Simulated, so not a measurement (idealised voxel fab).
process module | voxel quadruple lines
cross-section cut | 280 nm wide | cells 5 nm
A cross-section is a grid of square cells, given in bands from the top down. A band is one or more rows of cells.
Each band's line starts with the height of the band's top and of its bottom, in nm. Then come its materials from left to right, each with its width in nm. One material with "throughout" fills the band from edge to edge. "air" is empty space.
Height 0 is the level under which the wafer as received is all one material. The lowest band goes on downwards, as in "0 down".
A width such as "30 to 40" changes by the same amount from each row of cells to the next, from the band's top row to its bottom row.
"no change" after a step means that no cell of the cross-section changed.
closed voids: empty space of 8 cells or more with no open way to the top, each as width x height at its distance from the left edge, in nm
after a step's settings: what the simulator itself notes on the step
overlay nm, on a step with a mask: how far to the right of its planned place the mask lay; to the left if negative
plan
1 op RECEIVE | material Si
2 op CONFORMAL_DEP | material SiO2 | thk nm 5
3 op DIRECTIONAL_DEP | material W | thk nm 15
4 op DIRECTIONAL_DEP | material polySi | thk nm 20
5 op DIRECTIONAL_DEP | material aC | thk nm 20
6 op PATTERN | tone cover | mask id MANDREL | material resist | width nm 25 | thk nm 30 | overlay nm 0
7 op DIRECTIONAL_ETCH | etch materials aC | depth nm 20
8 op STRIP | etch materials resist
9 op CONFORMAL_DEP | material SiO2 | thk nm 15
10 op DIRECTIONAL_ETCH | etch materials SiO2 | depth nm 15
11 op STRIP | etch materials aC
12 op DIRECTIONAL_ETCH | etch materials polySi | depth nm 20
13 op STRIP | etch materials SiO2
14 op CONFORMAL_DEP | material SiCN | thk nm 5
15 op DIRECTIONAL_ETCH | etch materials SiCN | depth nm 5
16 op STRIP | etch materials polySi
17 op DIRECTIONAL_ETCH | etch materials W | depth nm 15
18 op STRIP | etch materials SiCN
first wafer, as planned
as received, after step 1
  0 down: Si throughout
  closed voids: none
after step 2
  5 to 0: SiO2 throughout
  below 0: unchanged
after step 3
  20 to 5: W throughout
  below 5: unchanged
after step 4
  40 to 20: polySi throughout
  below 20: unchanged
after step 5
  60 to 40: aC throughout
  below 40: unchanged
after step 6
  90 to 60: air 125 | resist 25 | air 130
  below 60: unchanged
after step 7
  70 to 60: air 125 | resist 25 | air 130
  60 to 40: air 125 | aC 25 | air 130
  below 40: unchanged
after step 8
  60 to 40: air 125 | aC 25 | air 130
  below 40: unchanged
after step 9
  75 to 60: air 110 | SiO2 55 | air 115
  60 to 55: air 110 | SiO2 15 | aC 25 | SiO2 15 | air 115
  55 to 40: SiO2 125 | aC 25 | SiO2 130
  below 40: unchanged
after step 10
  60 to 40: air 110 | SiO2 15 | aC 25 | SiO2 15 | air 115
  below 40: unchanged
after step 11
  60 to 40: air 110 | SiO2 15 | air 25 | SiO2 15 | air 115
  below 40: unchanged
after step 12
  60 to 40: air 110 | SiO2 15 | air 25 | SiO2 15 | air 115
  40 to 20: air 110 | polySi 15 | air 25 | polySi 15 | air 115
  below 20: unchanged
after step 13
  40 to 20: air 110 | polySi 15 | air 25 | polySi 15 | air 115
  below 20: unchanged
after step 14
  45 to 40: air 105 | SiCN 25 | air 15 | SiCN 25 | air 110
  40 to 25: air 105 | SiCN 5 | polySi 15 | SiCN 5 | air 15 | SiCN 5 | polySi 15 | SiCN 5 | air 110
  25 to 20: SiCN 110 | polySi 15 | SiCN 25 | polySi 15 | SiCN 115
  below 20: unchanged
after step 15
  40 to 20: air 105 | SiCN 5 | polySi 15 | SiCN 5 | air 15 | SiCN 5 | polySi 15 | SiCN 5 | air 110
  below 20: unchanged
after step 16
  40 to 20: air 105 | SiCN 5 | air 15 | SiCN 5 | air 15 | SiCN 5 | air 15 | SiCN 5 | air 110
  below 20: unchanged
after step 17
  40 to 20: air 105 | SiCN 5 | air 15 | SiCN 5 | air 15 | SiCN 5 | air 15 | SiCN 5 | air 110
  20 to 5: air 105 | W 5 | air 15 | W 5 | air 15 | W 5 | air 15 | W 5 | air 110
  below 5: unchanged
after step 18
  20 to 5: air 105 | W 5 | air 15 | W 5 | air 15 | W 5 | air 15 | W 5 | air 110
  below 5: unchanged
second wafer: like start, like plan, one mistake. Through step 1 it matches the first wafer
when step 2 should have ended: no change
when step 3 should have ended
  15 to 0: W throughout
  below 0: unchanged
when step 4 should have ended
  35 to 15: polySi throughout
  below 15: unchanged
when step 5 should have ended
  55 to 35: aC throughout
  below 35: unchanged
when step 6 should have ended
  85 to 55: air 125 | resist 25 | air 130
  below 55: unchanged
when step 7 should have ended
  65 to 55: air 125 | resist 25 | air 130
  55 to 35: air 125 | aC 25 | air 130
  below 35: unchanged
when step 8 should have ended
  55 to 35: air 125 | aC 25 | air 130
  below 35: unchanged
when step 9 should have ended
  70 to 55: air 110 | SiO2 55 | air 115
  55 to 50: air 110 | SiO2 15 | aC 25 | SiO2 15 | air 115
  50 to 35: SiO2 125 | aC 25 | SiO2 130
  below 35: unchanged
when step 10 should have ended
  55 to 35: air 110 | SiO2 15 | aC 25 | SiO2 15 | air 115
  below 35: unchanged
when step 11 should have ended
  55 to 35: air 110 | SiO2 15 | air 25 | SiO2 15 | air 115
  below 35: unchanged
when step 12 should have ended
  55 to 35: air 110 | SiO2 15 | air 25 | SiO2 15 | air 115
  35 to 15: air 110 | polySi 15 | air 25 | polySi 15 | air 115
  below 15: unchanged
when step 13 should have ended
  35 to 15: air 110 | polySi 15 | air 25 | polySi 15 | air 115
  below 15: unchanged
when step 14 should have ended
  40 to 35: air 105 | SiCN 25 | air 15 | SiCN 25 | air 110
  35 to 20: air 105 | SiCN 5 | polySi 15 | SiCN 5 | air 15 | SiCN 5 | polySi 15 | SiCN 5 | air 110
  20 to 15: SiCN 110 | polySi 15 | SiCN 25 | polySi 15 | SiCN 115
  below 15: unchanged
when step 15 should have ended
  35 to 15: air 105 | SiCN 5 | polySi 15 | SiCN 5 | air 15 | SiCN 5 | polySi 15 | SiCN 5 | air 110
  below 15: unchanged
when step 16 should have ended
  35 to 15: air 105 | SiCN 5 | air 15 | SiCN 5 | air 15 | SiCN 5 | air 15 | SiCN 5 | air 110
  below 15: unchanged
when step 17 should have ended
  35 to 15: air 105 | SiCN 5 | air 15 | SiCN 5 | air 15 | SiCN 5 | air 15 | SiCN 5 | air 110
  15 to 0: air 105 | W 5 | air 15 | W 5 | air 15 | W 5 | air 15 | W 5 | air 110
  below 0: unchanged
when step 18 should have ended
  15 to 0: air 105 | W 5 | air 15 | W 5 | air 15 | W 5 | air 15 | W 5 | air 110
  below 0: unchanged
what went wrong: step 2 was left out
at the end the second wafer has, in cells: 56 fewer of SiO2
